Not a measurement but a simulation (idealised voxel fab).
process module | voxel plated lines
cross-section cut | 200 nm wide | cells 5 nm
A cross-section is a grid of square cells, given in bands from the top down. A band is one or more rows of cells.
Each band's line starts with the height of the band's top and of its bottom, in nm. Then come its materials from left to right, each with its width in nm. One material with "throughout" fills the band from edge to edge. "air" is empty space.
Height 0 is the level under which the wafer as received is all one material. The lowest band goes on downwards, as in "0 down".
A width such as "30 to 40" changes by the same amount from each row of cells to the next, from the band's top row to its bottom row.
"no change" after a step means that no cell of the cross-section changed.
closed voids: empty space of 8 cells or more with no open way to the top, each as width x height at its distance from the left edge, in nm
after a step's settings: what the simulator itself notes on the step
overlay nm, on a step with a mask: how far to the right of its planned place the mask lay; to the left if negative
plan
1 op RECEIVE | material Si
2 op CONFORMAL_DEP | material Al2O3 | thk nm 10
3 op DIRECTIONAL_DEP | material TiN | thk nm 5
4 op PATTERN | tone open | mask id LINES | material resist | width nm 25 | pitch nm 55 | thk nm 35 | overlay nm 0
5 op EPI | material Ru | thk nm 10
6 op EPI | material Ru | thk nm 5
7 op EPI | material Ru | thk nm 5
8 op STRIP | etch materials resist
9 op DIRECTIONAL_ETCH | etch materials TiN | depth nm 5
10 op CONFORMAL_DEP | material SiN | thk nm 10
first wafer, as planned
as received, after step 1
  0 down: Si throughout
  closed voids: none
after step 2
  10 to 0: Al2O3 throughout
  below 0: unchanged
after step 3
  15 to 10: TiN throughout
  below 10: unchanged
after step 4
  50 to 15: resist 60 | air 25 | resist 30 | air 25 | resist 60
  below 15: unchanged
after step 5
  50 to 25: resist 60 | air 25 | resist 30 | air 25 | resist 60
  25 to 15: resist 60 | Ru 25 | resist 30 | Ru 25 | resist 60
  below 15: unchanged
after step 6
  50 to 30: resist 60 | air 25 | resist 30 | air 25 | resist 60
  30 to 15: resist 60 | Ru 25 | resist 30 | Ru 25 | resist 60
  below 15: unchanged
after step 7
  50 to 35: resist 60 | air 25 | resist 30 | air 25 | resist 60
  35 to 15: resist 60 | Ru 25 | resist 30 | Ru 25 | resist 60
  below 15: unchanged
after step 8
  35 to 15: air 60 | Ru 25 | air 30 | Ru 25 | air 60
  below 15: unchanged
after step 9
  35 to 15: air 60 | Ru 25 | air 30 | Ru 25 | air 60
  15 to 10: air 60 | TiN 25 | air 30 | TiN 25 | air 60
  below 10: unchanged
after step 10
  45 to 35: air 50 | SiN 45 | air 10 | SiN 45 | air 50
  35 to 20: air 50 | SiN 10 | Ru 25 | SiN 10 | air 10 | SiN 10 | Ru 25 | SiN 10 | air 50
  20 to 15: SiN 60 | Ru 25 | SiN 30 | Ru 25 | SiN 60
  15 to 10: SiN 60 | TiN 25 | SiN 30 | TiN 25 | SiN 60
  below 10: unchanged
second wafer: like start, like plan, one mistake. Through step 3 it matches the first wafer
when step 4 should have ended
  25 to 15: Ru throughout
  below 15: unchanged
when step 5 should have ended
  60 to 25: resist 60 | air 25 | resist 30 | air 25 | resist 60
  below 25: unchanged
when step 6 should have ended
  60 to 30: resist 60 | air 25 | resist 30 | air 25 | resist 60
  30 to 25: resist 60 | Ru 25 | resist 30 | Ru 25 | resist 60
  below 25: unchanged
when step 7 should have ended
  60 to 35: resist 60 | air 25 | resist 30 | air 25 | resist 60
  35 to 25: resist 60 | Ru 25 | resist 30 | Ru 25 | resist 60
  below 25: unchanged
when step 8 should have ended
  35 to 25: air 60 | Ru 25 | air 30 | Ru 25 | air 60
  below 25: unchanged
when step 9 should have ended: no change
when step 10 should have ended
  45 to 35: air 50 | SiN 45 | air 10 | SiN 45 | air 50
  35 to 25: SiN 60 | Ru 25 | SiN 30 | Ru 25 | SiN 60
  below 25: unchanged
what went wrong: steps 4 and 5 were swapped
at the end the second wafer has, in cells: 60 more of Ru | 24 fewer of SiN | 30 more of TiN
